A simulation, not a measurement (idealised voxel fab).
Process module, titled voxel wiring stack
Cross-section cut spans 205 nm and uses square cells 5 nm in size.
The cross-sections in this document take the form of a grid made of square cells. They are written out as bands, in order from top to bottom. Each band consists of one or more rows of cells. Quick guide to a band line: top height, bottom height (nm) up front; then every material left to right with its width in nm. Only one material and it's marked "full width"? Then it fills the band edge to edge. And "empty" just means empty space. Basically, 0 is our baseline, since under it the wafer straight out of the box is all one material. The bottom band has no lower end and keeps on going down, so it looks like "z 0 and below". Graded width ("30->40"): value in top row of band = first number; value in bottom row = second number; row-to-row change constant. For the purposes of this document, the phrase "nothing changed" attached to a step denotes that no cell within the cross-section was modified by that step. So "Trapped voids" is basically the list of trapped voids: any empty space of 8 cells or more that can't reach the top through an opening. They're written width x height at distance, the distance being from the left edge, and it's all nm. On each step's line, the part that comes after the settings is the simulator's own comment on the step. The "overlay nm" setting may appear on a step's line; for a step that uses a mask, it gives how far to the right of its planned position the mask lay, and a negative value indicates the left.

These are the steps we planned for the process:
1. RECEIVE,material Si
2. CONFORMAL_DEP,material SiO2,thk nm 10
3. CONFORMAL_DEP,material SiCN,thk nm 5
4. DIRECTIONAL_DEP,material lowk,thk nm 25
5. DIRECTIONAL_DEP,material aC,thk nm 15
6. PATTERN,tone open,mask id METAL_1,material resist,width nm 20,pitch nm 45,thk nm 35,overlay nm 0
7. DIRECTIONAL_ETCH,etch materials aC,depth nm 15
8. STRIP,etch materials resist
9. DIRECTIONAL_ETCH,etch materials lowk,depth nm 25
10. DIRECTIONAL_ETCH,etch materials SiCN,depth nm 5
11. STRIP,etch materials aC
12. CONFORMAL_DEP,material TiN,thk nm 5
13. FILL_DEP,material Ru,thk nm 5
14. CMP,height nm 40
15. CONFORMAL_DEP,material SiCN,thk nm 5
16. DIRECTIONAL_DEP,material lowk,thk nm 15
17. DIRECTIONAL_DEP,material aC,thk nm 10
18. PATTERN,tone open,mask id PLUG_1,material resist,width nm 15,thk nm 25,overlay nm 0
19. DIRECTIONAL_ETCH,etch materials aC,depth nm 10
20. STRIP,etch materials resist
21. DIRECTIONAL_ETCH,etch materials lowk,depth nm 15
22. DIRECTIONAL_ETCH,etch materials SiCN,depth nm 5
23. STRIP,etch materials aC
24. CONFORMAL_DEP,material TiN,thk nm 5
25. FILL_DEP,material Ru,thk nm 10
26. CMP,height nm 60
27. DIRECTIONAL_DEP,material TiN,thk nm 5
28. DIRECTIONAL_DEP,material Ru,thk nm 20
29. DIRECTIONAL_DEP,material aC,thk nm 10
30. PATTERN,tone cover,mask id METAL_2,material resist,width nm 20,pitch nm 45,thk nm 25,overlay nm 0
31. DIRECTIONAL_ETCH,etch materials aC,depth nm 10
32. STRIP,etch materials resist
33. DIRECTIONAL_ETCH,etch materials Ru,depth nm 20
34. DIRECTIONAL_ETCH,etch materials TiN,depth nm 5
35. STRIP,etch materials aC
36. CONFORMAL_DEP,material SiCN,thk nm 5
37. FILL_DEP,material lowk,thk nm 5
38. CMP,height nm 85
39. CONFORMAL_DEP,material SiCN,thk nm 5
40. DIRECTIONAL_DEP,material lowk,thk nm 10
41. PATTERN,tone open,mask id PLUG_2,material resist,width nm 15,pitch nm 45,thk nm 15,overlay nm 0
42. DIRECTIONAL_ETCH,etch materials lowk,depth nm 10
43. DIRECTIONAL_ETCH,etch materials SiCN,depth nm 5
44. STRIP,etch materials resist
45. CONFORMAL_DEP,material TiN,thk nm 5
46. FILL_DEP,material Cu,thk nm 5
47. CMP,height nm 100
48. DIRECTIONAL_DEP,material TiN,thk nm 5
49. DIRECTIONAL_DEP,material Ru,thk nm 15
50. DIRECTIONAL_DEP,material aC,thk nm 15
51. PATTERN,tone cover,mask id METAL_3,material resist,width nm 20,pitch nm 45,thk nm 30,overlay nm 0
52. DIRECTIONAL_ETCH,etch materials aC,depth nm 15
53. STRIP,etch materials resist
54. DIRECTIONAL_ETCH,etch materials Ru,depth nm 15
55. DIRECTIONAL_ETCH,etch materials TiN,depth nm 5
56. STRIP,etch materials aC
57. FILL_DEP,material lowk,thk nm 5
58. CMP,height nm 120
59. CONFORMAL_DEP,material SiN,thk nm 5

So this is the incoming wafer in cross-section - it's already been through step 1:
> z 0 and below  Si full width
> Trapped voids: none

Cross-section, end of module. Start: as above. Plan: as above. Execution: one mistake:
> z 125 to 120  SiN full width
> z 120 to 105  lowk=70; Ru=20; lowk=25; Ru=20; lowk=70
> z 105 to 100  lowk=70; TiN=20; lowk=25; TiN=20; lowk=70
> z 100 to 90  lowk=70; TiN=5; Cu=5; TiN=5; lowk=30; TiN=5; Cu=5; TiN=5; lowk=75
> z 90 to 85  SiCN=70; TiN=15; SiCN=30; TiN=15; SiCN=75
> z 85 to 65  lowk=65; SiCN=5; Ru=20; SiCN=5; lowk=15; SiCN=5; Ru=20; SiCN=5; lowk=65
> z 65 to 60  SiCN=70; TiN=20; SiCN=25; TiN=20; SiCN=70
> z 60 to 50  lowk=70; TiN=5; Ru=5; TiN=5; lowk=120
> z 50 to 45  SiCN=70; TiN=15; SiCN=120
> z 45 to 40  TiN=75; Ru=10; TiN=35; Ru=10; TiN=75
> z 40 to 15  lowk=70; TiN=5; Ru=10; TiN=5; lowk=25; TiN=5; Ru=10; TiN=5; lowk=70
> z 15 to 10  SiCN=70; TiN=20; SiCN=25; TiN=20; SiCN=70
> z 10 to 0  SiO2 full width
> z 0 and below  Si full width
> Trapped voids: none
Finding, execution versus plan: rather than as planned, step 14 actually ran as CMP,height nm 45
